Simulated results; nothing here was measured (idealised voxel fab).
Proc. module: voxel wiring stack
FYI the section here is cut, 290 nm wide, cells are 5 nm squares.
Just so we're on the same page, the cross-sections are grids of square cells, and they're listed out in bands top to bottom, each band one or more rows deep.
The band entry comprises the height of the band's top followed by the height of its bottom, expressed in nm, and subsequently the band's materials from left to right, each stated together with its width in nm. Where a single material is marked with the word "throughout", that material fills the band from edge to edge. The word "air" represents empty space.
Zero point of the height axis is 0; under it, received wafer = one material. Lowest band: continues down indefinitely, "0..down".
The width entry "30->40" should be interpreted row by row: the top row of cells in the band takes the first number, the bottom row takes the second number, and the change between adjacent rows is uniform throughout.
A step reported as "remains unaltered" is a step in which no cell of the cross-section changed.
Empty spaces without an open route to the top, at least 8 cells in extent, make up the entry "Sealed-off cavities"; each is given as width x height at distance, where the distance is measured from the left edge, and all are in nm.
Formally, on a step line, whatever follows the settings is a remark that the simulator itself makes on the step.
overlay nm: right-of-plan distance of the mask on a masked step; negative values mean left-of-plan.

Process steps (planned)
1) RECEIVE,material Si
2) CONFORMAL_DEP,material SiO2,thk nm 10
3) CONFORMAL_DEP,material SiCN,thk nm 5
4) DIRECTIONAL_DEP,material lowk,thk nm 15
5) MASKED_ETCH,tone open,mask id METAL_1,width nm 25,pitch nm 50,etch materials lowk,depth nm 15,overlay nm 0
6) MASKED_ETCH,tone open,mask id METAL_1,width nm 25,pitch nm 50,etch materials SiCN,depth nm 5,overlay nm 0
7) CONFORMAL_DEP,material TiN,thk nm 5
8) FILL_DEP,material Ru,thk nm 5
9) CMP,height nm 30
10) CONFORMAL_DEP,material SiCN,thk nm 5
11) DIRECTIONAL_DEP,material SiO2,thk nm 20
12) PATTERN,tone open,mask id PLUG_1,material resist,width nm 15,pitch nm 50,thk nm 15,overlay nm 0
13) DIRECTIONAL_ETCH,etch materials SiO2,depth nm 20
14) DIRECTIONAL_ETCH,etch materials SiCN,depth nm 5
15) STRIP,etch materials resist
16) CONFORMAL_DEP,material TiN,thk nm 5
17) FILL_DEP,material W,thk nm 5
18) CMP,height nm 55
19) CONFORMAL_DEP,material SiCN,thk nm 5
20) DIRECTIONAL_DEP,material SiO2,thk nm 20
21) PATTERN,tone open,mask id METAL_2,material resist,width nm 25,pitch nm 50,thk nm 15,overlay nm 0
22) DIRECTIONAL_ETCH,etch materials SiO2,depth nm 20
23) DIRECTIONAL_ETCH,etch materials SiCN,depth nm 5
24) STRIP,etch materials resist
25) CONFORMAL_DEP,material TiN,thk nm 5
26) FILL_DEP,material Cu,thk nm 5
27) CMP,height nm 80
28) CONFORMAL_DEP,material SiCN,thk nm 5

Wafer, first of two, run as planned

Wafer as received: cross-section following step 1
- 0..down  Si throughout
- Sealed-off cavities: none

Wafer section view after processing step 2
- 10..0  SiO2 throughout
- Unchanged below 0.

Wafer section view after processing step 3
- 15..10  SiCN throughout
- Unchanged below 10.

Wafer section view after processing step 4
- 30..15  lowk throughout
- Unchanged below 15.

Wafer section view after processing step 5
- 30..15  105 of lowk; 25 of air; 25 of lowk; 25 of air; 110 of lowk
- Unchanged below 15.

Wafer section view after processing step 6
- 30..15  105 of lowk; 25 of air; 25 of lowk; 25 of air; 110 of lowk
- 15..10  105 of SiCN; 25 of air; 25 of SiCN; 25 of air; 110 of SiCN
- Unchanged below 10.

Wafer section view after processing step 7
- 35..30  110 of TiN; 15 of air; 35 of TiN; 15 of air; 115 of TiN
- 30..15  105 of lowk; 5 of TiN; 15 of air; 5 of TiN; 25 of lowk; 5 of TiN; 15 of air; 5 of TiN; 110 of lowk
- 15..10  105 of SiCN; 25 of TiN; 25 of SiCN; 25 of TiN; 110 of SiCN
- Unchanged below 10.

Wafer section view after processing step 8
- 40..35  Ru throughout
- 35..30  110 of TiN; 15 of Ru; 35 of TiN; 15 of Ru; 115 of TiN
- 30..15  105 of lowk; 5 of TiN; 15 of Ru; 5 of TiN; 25 of lowk; 5 of TiN; 15 of Ru; 5 of TiN; 110 of lowk
- Unchanged below 15.

Wafer section view after processing step 9
- 30..15  105 of lowk; 5 of TiN; 15 of Ru; 5 of TiN; 25 of lowk; 5 of TiN; 15 of Ru; 5 of TiN; 110 of lowk
- Unchanged below 15.

Wafer section view after processing step 10
- 35..30  SiCN throughout
- Unchanged below 30.

Wafer section view after processing step 11
- 55..35  SiO2 throughout
- Unchanged below 35.

Wafer section view after processing step 12
- 70..55  105 of resist; 15 of air; 35 of resist; 15 of air; 120 of resist
- Unchanged below 55.

Wafer section view after processing step 13
- 70..55  105 of resist; 15 of air; 35 of resist; 15 of air; 120 of resist
- 55..35  105 of SiO2; 15 of air; 35 of SiO2; 15 of air; 120 of SiO2
- Unchanged below 35.

Wafer section view after processing step 14
- 70..55  105 of resist; 15 of air; 35 of resist; 15 of air; 120 of resist
- 55..35  105 of SiO2; 15 of air; 35 of SiO2; 15 of air; 120 of SiO2
- 35..30  105 of SiCN; 15 of air; 35 of SiCN; 15 of air; 120 of SiCN
- Unchanged below 30.

Wafer section view after processing step 15
- 55..35  105 of SiO2; 15 of air; 35 of SiO2; 15 of air; 120 of SiO2
- Unchanged below 35.

Wafer section view after processing step 16
- 60..55  110 of TiN; 5 of air; 45 of TiN; 5 of air; 125 of TiN
- 55..35  105 of SiO2; 5 of TiN; 5 of air; 5 of TiN; 35 of SiO2; 5 of TiN; 5 of air; 5 of TiN; 120 of SiO2
- 35..30  105 of SiCN; 15 of TiN; 35 of SiCN; 15 of TiN; 120 of SiCN
- Unchanged below 30.

Wafer section view after processing step 17
- 65..60  W throughout
- 60..55  110 of TiN; 5 of W; 45 of TiN; 5 of W; 125 of TiN
- 55..35  105 of SiO2; 5 of TiN; 5 of W; 5 of TiN; 35 of SiO2; 5 of TiN; 5 of W; 5 of TiN; 120 of SiO2
- Unchanged below 35.

Wafer section view after processing step 18
- 55..35  105 of SiO2; 5 of TiN; 5 of W; 5 of TiN; 35 of SiO2; 5 of TiN; 5 of W; 5 of TiN; 120 of SiO2
- Unchanged below 35.

Wafer section view after processing step 19
- 60..55  SiCN throughout
- Unchanged below 55.

Wafer section view after processing step 20
- 80..60  SiO2 throughout
- Unchanged below 60.

Wafer section view after processing step 21
- 95..80  105 of resist; 25 of air; 25 of resist; 25 of air; 110 of resist
- Unchanged below 80.

Wafer section view after processing step 22
- 95..80  105 of resist; 25 of air; 25 of resist; 25 of air; 110 of resist
- 80..60  105 of SiO2; 25 of air; 25 of SiO2; 25 of air; 110 of SiO2
- Unchanged below 60.

Wafer section view after processing step 23
- 95..80  105 of resist; 25 of air; 25 of resist; 25 of air; 110 of resist
- 80..60  105 of SiO2; 25 of air; 25 of SiO2; 25 of air; 110 of SiO2
- 60..55  105 of SiCN; 25 of air; 25 of SiCN; 25 of air; 110 of SiCN
- Unchanged below 55.

Wafer section view after processing step 24
- 80..60  105 of SiO2; 25 of air; 25 of SiO2; 25 of air; 110 of SiO2
- Unchanged below 60.

Wafer section view after processing step 25
- 85..80  110 of TiN; 15 of air; 35 of TiN; 15 of air; 115 of TiN
- 80..60  105 of SiO2; 5 of TiN; 15 of air; 5 of TiN; 25 of SiO2; 5 of TiN; 15 of air; 5 of TiN; 110 of SiO2
- 60..55  105 of SiCN; 25 of TiN; 25 of SiCN; 25 of TiN; 110 of SiCN
- Unchanged below 55.

Wafer section view after processing step 26
- 90..85  Cu throughout
- 85..80  110 of TiN; 15 of Cu; 35 of TiN; 15 of Cu; 115 of TiN
- 80..60  105 of SiO2; 5 of TiN; 15 of Cu; 5 of TiN; 25 of SiO2; 5 of TiN; 15 of Cu; 5 of TiN; 110 of SiO2
- Unchanged below 60.

Wafer section view after processing step 27
- 80..60  105 of SiO2; 5 of TiN; 15 of Cu; 5 of TiN; 25 of SiO2; 5 of TiN; 15 of Cu; 5 of TiN; 110 of SiO2
- Unchanged below 60.

Wafer section view after processing step 28
- 85..80  SiCN throughout
- Unchanged below 80.

The remaining wafer, second of the two, started like the first and was run to the same plan, except that one mistake was made along the way; the two coincide through step 10, inclusive

Second wafer profile in section, at the moment step 11 of the plan was meant to be complete
- 50..35  SiO2 throughout
- Unchanged below 35.

Second wafer profile in section, at the moment step 12 of the plan was meant to be complete
- 65..50  105 of resist; 15 of air; 35 of resist; 15 of air; 120 of resist
- Unchanged below 50.

Second wafer profile in section, at the moment step 13 of the plan was meant to be complete
- 65..50  105 of resist; 15 of air; 35 of resist; 15 of air; 120 of resist
- 50..35  105 of SiO2; 15 of air; 35 of SiO2; 15 of air; 120 of SiO2
- Unchanged below 35.

Second wafer profile in section, at the moment step 14 of the plan was meant to be complete
- 65..50  105 of resist; 15 of air; 35 of resist; 15 of air; 120 of resist
- 50..35  105 of SiO2; 15 of air; 35 of SiO2; 15 of air; 120 of SiO2
- 35..30  105 of SiCN; 15 of air; 35 of SiCN; 15 of air; 120 of SiCN
- Unchanged below 30.

Second wafer profile in section, at the moment step 15 of the plan was meant to be complete
- 50..35  105 of SiO2; 15 of air; 35 of SiO2; 15 of air; 120 of SiO2
- Unchanged below 35.

Second wafer profile in section, at the moment step 16 of the plan was meant to be complete
- 55..50  110 of TiN; 5 of air; 45 of TiN; 5 of air; 125 of TiN
- 50..35  105 of SiO2; 5 of TiN; 5 of air; 5 of TiN; 35 of SiO2; 5 of TiN; 5 of air; 5 of TiN; 120 of SiO2
- 35..30  105 of SiCN; 15 of TiN; 35 of SiCN; 15 of TiN; 120 of SiCN
- Unchanged below 30.

Second wafer profile in section, at the moment step 17 of the plan was meant to be complete
- 60..55  W throughout
- 55..50  110 of TiN; 5 of W; 45 of TiN; 5 of W; 125 of TiN
- 50..35  105 of SiO2; 5 of TiN; 5 of W; 5 of TiN; 35 of SiO2; 5 of TiN; 5 of W; 5 of TiN; 120 of SiO2
- Unchanged below 35.

Second wafer profile in section, at the moment step 18 of the plan was meant to be complete
- 55..50  110 of TiN; 5 of W; 45 of TiN; 5 of W; 125 of TiN
- Unchanged below 50.

Second wafer profile in section, at the moment step 19 of the plan was meant to be complete
- 60..55  SiCN throughout
- Unchanged below 55.

Second wafer profile in section, at the moment step 20 of the plan was meant to be complete
- 80..60  SiO2 throughout
- Unchanged below 60.

Second wafer profile in section, at the moment step 21 of the plan was meant to be complete
- 95..80  105 of resist; 25 of air; 25 of resist; 25 of air; 110 of resist
- Unchanged below 80.

Second wafer profile in section, at the moment step 22 of the plan was meant to be complete
- 95..80  105 of resist; 25 of air; 25 of resist; 25 of air; 110 of resist
- 80..60  105 of SiO2; 25 of air; 25 of SiO2; 25 of air; 110 of SiO2
- Unchanged below 60.

Second wafer profile in section, at the moment step 23 of the plan was meant to be complete
- 95..80  105 of resist; 25 of air; 25 of resist; 25 of air; 110 of resist
- 80..60  105 of SiO2; 25 of air; 25 of SiO2; 25 of air; 110 of SiO2
- 60..55  105 of SiCN; 25 of air; 25 of SiCN; 25 of air; 110 of SiCN
- Unchanged below 55.

Second wafer profile in section, at the moment step 24 of the plan was meant to be complete
- 80..60  105 of SiO2; 25 of air; 25 of SiO2; 25 of air; 110 of SiO2
- Unchanged below 60.

Second wafer profile in section, at the moment step 25 of the plan was meant to be complete
- 85..80  110 of TiN; 15 of air; 35 of TiN; 15 of air; 115 of TiN
- 80..60  105 of SiO2; 5 of TiN; 15 of air; 5 of TiN; 25 of SiO2; 5 of TiN; 15 of air; 5 of TiN; 110 of SiO2
- 60..55  105 of SiCN; 25 of TiN; 25 of SiCN; 25 of TiN; 110 of SiCN
- Unchanged below 55.

Second wafer profile in section, at the moment step 26 of the plan was meant to be complete
- 90..85  Cu throughout
- 85..80  110 of TiN; 15 of Cu; 35 of TiN; 15 of Cu; 115 of TiN
- 80..60  105 of SiO2; 5 of TiN; 15 of Cu; 5 of TiN; 25 of SiO2; 5 of TiN; 15 of Cu; 5 of TiN; 110 of SiO2
- Unchanged below 60.

Second wafer profile in section, at the moment step 27 of the plan was meant to be complete
- 80..60  105 of SiO2; 5 of TiN; 15 of Cu; 5 of TiN; 25 of SiO2; 5 of TiN; 15 of Cu; 5 of TiN; 110 of SiO2
- Unchanged below 60.

Second wafer profile in section, at the moment step 28 of the plan was meant to be complete
- 85..80  SiCN throughout
- Unchanged below 80.
Where did the run depart from the plan? step 11 ran differently from the plan; actual operation with settings: DIRECTIONAL_DEP,material SiO2,thk nm 15
Materials where the second wafer ends with more or fewer cells than the first: SiO2: 52 fewer; TiN: 52 more
